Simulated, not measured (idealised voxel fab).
This section sets out a process module, namely voxel gate over fins.
The width of the displayed cross-section, cut, is 215 nm; its cells are square, with a size of 5 nm.
Each cross-section below is a grid of square cells, stated as bands in top-down order, with one or more rows of cells making up each band. Heads up on the band format: heights come first, top then bottom, in nm. After that it's the materials left to right, each with its width in nm. A single material flagged "edge to edge" fills the whole band edge to edge, and "air" means there's empty space there. The reference from which all heights are counted is 0, the level beneath which the as-received wafer is entirely one material; the lowest band, having no lower bound, proceeds downward and is written after the example "from 0 down". Quick explanation for "30->40": the width changes in equal steps down the rows of cells, from the first number in the band's top row to the second number in its bottom row. Where a step carries "nothing got changed", the cross-section came out of it unchanged, cell for cell. "Cavities, sealed" contains a list of empty spaces, each no smaller than 8 cells and without an open way to the top, written in the form width x height at distance with the distance from the left edge and all three in nm. after a step's settings: what the simulator itself notes on the step. The optional step-line setting "overlay nm" applies to steps with a mask and quantifies how far to the right of its planned location the mask lay, a negative value indicating leftward placement. Note on reading: below, each pair holds a cross-section from before one process step and one from after it; the one from after shows only down to the lowest band that changed. Beneath the pair, the step in between is stated along with its settings. The pairs can stem from different runs of this module on the same starting wafer. Where a pair's entry headed "Pre-process" says so, and only there, that pair continues from the pair above it.
-- Pre-process
> from 25 to 10 | 40 nm resist; 15 nm air; 25 nm resist; 15 nm air; 25 nm resist; 15 nm air; 25 nm resist; 15 nm air; 40 nm resist
> from 10 to 0 | 40 nm SiN; 15 nm air; 25 nm SiN; 15 nm air; 25 nm SiN; 15 nm air; 25 nm SiN; 15 nm air; 40 nm SiN
> from 0 down | Si edge to edge
> Cavities, sealed: none
-- Resultant Cross-Section
> from 25 to 10 | 40 nm resist; 15 nm air; 25 nm resist; 15 nm air; 25 nm resist; 15 nm air; 25 nm resist; 15 nm air; 40 nm resist
> from 10 to 0 | 40 nm SiN; 15 nm air; 25 nm SiN; 15 nm air; 25 nm SiN; 15 nm air; 25 nm SiN; 15 nm air; 40 nm SiN
> from 0 to -40 | 40 nm Si; 15 nm air; 25 nm Si; 15 nm air; 25 nm Si; 15 nm air; 25 nm Si; 15 nm air; 40 nm Si
> Anything lower than -40 is untouched.
> Cavities, sealed: none
Connecting step for the cross-sections above: DIRECTIONAL_ETCH | etch materials Si | depth nm 40
Pre-process: it's just the after picture from the pair right above this one.
-- Resultant Cross-Section
> from 10 to 0 | 40 nm SiN; 15 nm air; 25 nm SiN; 15 nm air; 25 nm SiN; 15 nm air; 25 nm SiN; 15 nm air; 40 nm SiN
> Anything lower than 0 is untouched.
> Cavities, sealed: none
Connecting step for the cross-sections above: STRIP | etch materials resist
Pre-process: it's just the after picture from the pair right above this one.
-- Resultant Cross-Section
> from 25 to 10 | SiO2 edge to edge
> from 10 to 0 | 40 nm SiN; 15 nm SiO2; 25 nm SiN; 15 nm SiO2; 25 nm SiN; 15 nm SiO2; 25 nm SiN; 15 nm SiO2; 40 nm SiN
> from 0 to -40 | 40 nm Si; 15 nm SiO2; 25 nm Si; 15 nm SiO2; 25 nm Si; 15 nm SiO2; 25 nm Si; 15 nm SiO2; 40 nm Si
> Anything lower than -40 is untouched.
> Cavities, sealed: none
Connecting step for the cross-sections above: FILL_DEP | material SiO2 | thk nm 15
Pre-process: it's just the after picture from the pair right above this one.
-- Resultant Cross-Section
> from 10 to 0 | 40 nm SiN; 15 nm SiO2; 25 nm SiN; 15 nm SiO2; 25 nm SiN; 15 nm SiO2; 25 nm SiN; 15 nm SiO2; 40 nm SiN
> Anything lower than 0 is untouched.
> Cavities, sealed: none
Connecting step for the cross-sections above: CMP | height nm 10
Pre-process: it's just the after picture from the pair right above this one.
-- Resultant Cross-Section
> from 10 to 0 | 40 nm SiN; 15 nm air; 25 nm SiN; 15 nm air; 25 nm SiN; 15 nm air; 25 nm SiN; 15 nm air; 40 nm SiN
> from 0 to -10 | 40 nm Si; 15 nm air; 25 nm Si; 15 nm air; 25 nm Si; 15 nm air; 25 nm Si; 15 nm air; 40 nm Si
> Anything lower than -10 is untouched.
> Cavities, sealed: none
Connecting step for the cross-sections above: SELECTIVE_ETCH | etch materials SiO2 | depth nm 20
Pre-process: it's just the after picture from the pair right above this one.
-- Resultant Cross-Section
> from 0 to -10 | 40 nm Si; 15 nm air; 25 nm Si; 15 nm air; 25 nm Si; 15 nm air; 25 nm Si; 15 nm air; 40 nm Si
> Anything lower than -10 is untouched.
> Cavities, sealed: none
Connecting step for the cross-sections above: STRIP | etch materials SiN
Pre-process: it's just the after picture from the pair right above this one.
-- Resultant Cross-Section
> from 5 to 0 | 45 nm HfO2; 5 nm air; 35 nm HfO2; 5 nm air; 35 nm HfO2; 5 nm air; 35 nm HfO2; 5 nm air; 45 nm HfO2
> from 0 to -5 | 40 nm Si; 5 nm HfO2; 5 nm air; 5 nm HfO2; 25 nm Si; 5 nm HfO2; 5 nm air; 5 nm HfO2; 25 nm Si; 5 nm HfO2; 5 nm air; 5 nm HfO2; 25 nm Si; 5 nm HfO2; 5 nm air; 5 nm HfO2; 40 nm Si
> from -5 to -10 | 40 nm Si; 15 nm HfO2; 25 nm Si; 15 nm HfO2; 25 nm Si; 15 nm HfO2; 25 nm Si; 15 nm HfO2; 40 nm Si
> Anything lower than -10 is untouched.
> Cavities, sealed: none
Connecting step for the cross-sections above: CONFORMAL_DEP | material HfO2 | thk nm 5
Pre-process: it's just the after picture from the pair right above this one.
-- Resultant Cross-Section
> from 10 to 5 | TiN edge to edge
> from 5 to 0 | 45 nm HfO2; 5 nm TiN; 35 nm HfO2; 5 nm TiN; 35 nm HfO2; 5 nm TiN; 35 nm HfO2; 5 nm TiN; 45 nm HfO2
> from 0 to -5 | 40 nm Si; 5 nm HfO2; 5 nm TiN; 5 nm HfO2; 25 nm Si; 5 nm HfO2; 5 nm TiN; 5 nm HfO2; 25 nm Si; 5 nm HfO2; 5 nm TiN; 5 nm HfO2; 25 nm Si; 5 nm HfO2; 5 nm TiN; 5 nm HfO2; 40 nm Si
> Anything lower than -5 is untouched.
> Cavities, sealed: none
Connecting step for the cross-sections above: CONFORMAL_DEP | material TiN | thk nm 5
Pre-process: it's just the after picture from the pair right above this one.
-- Resultant Cross-Section
> from 15 to 10 | TiAl edge to edge
> Anything lower than 10 is untouched.
> Cavities, sealed: none
Connecting step for the cross-sections above: CONFORMAL_DEP | material TiAl | thk nm 5
Pre-process: it's just the after picture from the pair right above this one.
-- Resultant Cross-Section
> from 20 to 15 | TiN edge to edge
> Anything lower than 15 is untouched.
> Cavities, sealed: none
Connecting step for the cross-sections above: CONFORMAL_DEP | material TiN | thk nm 5
Pre-process: it's just the after picture from the pair right above this one.
-- Resultant Cross-Section
> from 35 to 20 | W edge to edge
> Anything lower than 20 is untouched.
> Cavities, sealed: none
Connecting step for the cross-sections above: FILL_DEP | material W | thk nm 15
Pre-process: it's just the after picture from the pair right above this one.
-- Resultant Cross-Section
> from 30 to 20 | W edge to edge
> Anything lower than 20 is untouched.
> Cavities, sealed: none
Connecting step for the cross-sections above: CMP | height nm 30
Pre-process: it's just the after picture from the pair right above this one.
-- Resultant Cross-Section
> from 40 to 30 | SiN edge to edge
> Anything lower than 30 is untouched.
> Cavities, sealed: none
Connecting step for the cross-sections above: CONFORMAL_DEP | material SiN | thk nm 10
